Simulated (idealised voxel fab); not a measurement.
process module | voxel self aligned vias
cross-section cut | 300 nm wide | cells 5 nm
A cross-section is a grid of square cells, given in bands from the top down. A band is one or more rows of cells.
Each band's line starts with the height of the band's top and of its bottom, in nm. Then come its materials from left to right, each with its width in nm. One material with "throughout" fills the band from edge to edge. "air" is empty space.
Height 0 is the level under which the wafer as received is all one material. The lowest band goes on downwards, as in "0 down".
A width such as "30 to 40" changes by the same amount from each row of cells to the next, from the band's top row to its bottom row.
"no change" after a step means that no cell of the cross-section changed.
closed voids: empty space of 8 cells or more with no open way to the top, each as width x height at its distance from the left edge, in nm
after a step's settings: what the simulator itself notes on the step
overlay nm, on a step with a mask: how far to the right of its planned place the mask lay; to the left if negative
plan
1 op RECEIVE | material Si
2 op CONFORMAL_DEP | material SiO2 | thk nm 10
3 op CONFORMAL_DEP | material SiCN | thk nm 5
4 op DIRECTIONAL_DEP | material lowk | thk nm 20
5 op DIRECTIONAL_DEP | material aC | thk nm 10
6 op PATTERN | tone open | mask id LINES | material resist | width nm 20 | pitch nm 70 | thk nm 30 | overlay nm 0
7 op DIRECTIONAL_ETCH | etch materials aC | depth nm 10
8 op STRIP | etch materials resist
9 op DIRECTIONAL_ETCH | etch materials lowk | depth nm 20
10 op STRIP | etch materials aC
11 op CONFORMAL_DEP | material TiN | thk nm 5
12 op FILL_DEP | material W | thk nm 10
13 op CMP | height nm 35
14 op SELECTIVE_ETCH | etch materials W Ru TiN | depth nm 5
15 op FILL_DEP | material SiN | thk nm 5
16 op CMP | height nm 35
17 op DIRECTIONAL_DEP | material lowk | thk nm 20
18 op PATTERN | tone open | mask id VIAS | material resist | width nm 40 | thk nm 20 | overlay nm 0
19 op DIRECTIONAL_ETCH | etch materials lowk | depth nm 20
20 op DIRECTIONAL_ETCH | etch materials SiN | depth nm 5
21 op STRIP | etch materials resist
22 op CONFORMAL_DEP | material TiN | thk nm 5
23 op FILL_DEP | material W | thk nm 10
24 op CMP | height nm 55
25 op CONFORMAL_DEP | material SiN | thk nm 5
first wafer, as planned
as received, after step 1
  0 down: Si throughout
  closed voids: none
after step 2
  10 to 0: SiO2 throughout
  below 0: unchanged
after step 3
  15 to 10: SiCN throughout
  below 10: unchanged
after step 4
  35 to 15: lowk throughout
  below 15: unchanged
after step 5
  45 to 35: aC throughout
  below 35: unchanged
after step 6
  75 to 45: resist 105 | air 20 | resist 50 | air 20 | resist 105
  below 45: unchanged
after step 7
  65 to 45: resist 105 | air 20 | resist 50 | air 20 | resist 105
  45 to 35: aC 105 | air 20 | aC 50 | air 20 | aC 105
  below 35: unchanged
after step 8
  45 to 35: aC 105 | air 20 | aC 50 | air 20 | aC 105
  below 35: unchanged
after step 9
  45 to 35: aC 105 | air 20 | aC 50 | air 20 | aC 105
  35 to 15: lowk 105 | air 20 | lowk 50 | air 20 | lowk 105
  below 15: unchanged
after step 10
  35 to 15: lowk 105 | air 20 | lowk 50 | air 20 | lowk 105
  below 15: unchanged
after step 11
  40 to 35: TiN 110 | air 10 | TiN 60 | air 10 | TiN 110
  35 to 20: lowk 105 | TiN 5 | air 10 | TiN 5 | lowk 50 | TiN 5 | air 10 | TiN 5 | lowk 105
  20 to 15: lowk 105 | TiN 20 | lowk 50 | TiN 20 | lowk 105
  below 15: unchanged
after step 12
  50 to 40: W throughout
  40 to 35: TiN 110 | W 10 | TiN 60 | W 10 | TiN 110
  35 to 20: lowk 105 | TiN 5 | W 10 | TiN 5 | lowk 50 | TiN 5 | W 10 | TiN 5 | lowk 105
  below 20: unchanged
after step 13
  35 to 20: lowk 105 | TiN 5 | W 10 | TiN 5 | lowk 50 | TiN 5 | W 10 | TiN 5 | lowk 105
  below 20: unchanged
after step 14
  35 to 30: lowk 105 | air 20 | lowk 50 | air 20 | lowk 105
  below 30: unchanged
after step 15
  40 to 35: SiN throughout
  35 to 30: lowk 105 | SiN 20 | lowk 50 | SiN 20 | lowk 105
  below 30: unchanged
after step 16
  35 to 30: lowk 105 | SiN 20 | lowk 50 | SiN 20 | lowk 105
  below 30: unchanged
after step 17
  55 to 35: lowk throughout
  below 35: unchanged
after step 18
  75 to 55: resist 95 | air 40 | resist 165
  below 55: unchanged
after step 19
  75 to 55: resist 95 | air 40 | resist 165
  55 to 35: lowk 95 | air 40 | lowk 165
  below 35: unchanged
after step 20
  75 to 55: resist 95 | air 40 | resist 165
  55 to 35: lowk 95 | air 40 | lowk 165
  35 to 30: lowk 105 | air 20 | lowk 50 | SiN 20 | lowk 105
  below 30: unchanged
after step 21
  55 to 35: lowk 95 | air 40 | lowk 165
  below 35: unchanged
after step 22
  60 to 55: TiN 100 | air 30 | TiN 170
  55 to 40: lowk 95 | TiN 5 | air 30 | TiN 5 | lowk 165
  40 to 35: lowk 95 | TiN 15 | air 10 | TiN 15 | lowk 165
  35 to 30: lowk 105 | TiN 20 | lowk 50 | SiN 20 | lowk 105
  below 30: unchanged
after step 23
  70 to 60: W throughout
  60 to 55: TiN 100 | W 30 | TiN 170
  55 to 40: lowk 95 | TiN 5 | W 30 | TiN 5 | lowk 165
  40 to 35: lowk 95 | TiN 15 | W 10 | TiN 15 | lowk 165
  below 35: unchanged
after step 24
  55 to 40: lowk 95 | TiN 5 | W 30 | TiN 5 | lowk 165
  below 40: unchanged
after step 25
  60 to 55: SiN throughout
  below 55: unchanged
second wafer: like start, like plan, one mistake. Through step 14 it matches the first wafer
when step 15 should have ended
  40 to 35: W throughout
  35 to 30: lowk 105 | W 20 | lowk 50 | W 20 | lowk 105
  below 30: unchanged
when step 16 should have ended
  35 to 30: lowk 105 | W 20 | lowk 50 | W 20 | lowk 105
  below 30: unchanged
when step 17 should have ended
  55 to 35: lowk throughout
  below 35: unchanged
when step 18 should have ended
  75 to 55: resist 95 | air 40 | resist 165
  below 55: unchanged
when step 19 should have ended
  75 to 55: resist 95 | air 40 | resist 165
  55 to 35: lowk 95 | air 40 | lowk 165
  below 35: unchanged
when step 20 should have ended: no change
when step 21 should have ended
  55 to 35: lowk 95 | air 40 | lowk 165
  below 35: unchanged
when step 22 should have ended
  60 to 55: TiN 100 | air 30 | TiN 170
  55 to 40: lowk 95 | TiN 5 | air 30 | TiN 5 | lowk 165
  40 to 35: lowk 95 | TiN 40 | lowk 165
  below 35: unchanged
when step 23 should have ended
  70 to 60: W throughout
  60 to 55: TiN 100 | W 30 | TiN 170
  55 to 40: lowk 95 | TiN 5 | W 30 | TiN 5 | lowk 165
  below 40: unchanged
when step 24 should have ended
  55 to 40: lowk 95 | TiN 5 | W 30 | TiN 5 | lowk 165
  below 40: unchanged
when step 25 should have ended
  60 to 55: SiN throughout
  below 55: unchanged
what went wrong: step 15 ran as: op FILL_DEP | material W | thk nm 5
at the end the second wafer has, in cells: 4 fewer of SiN | 2 fewer of TiN | 6 more of W
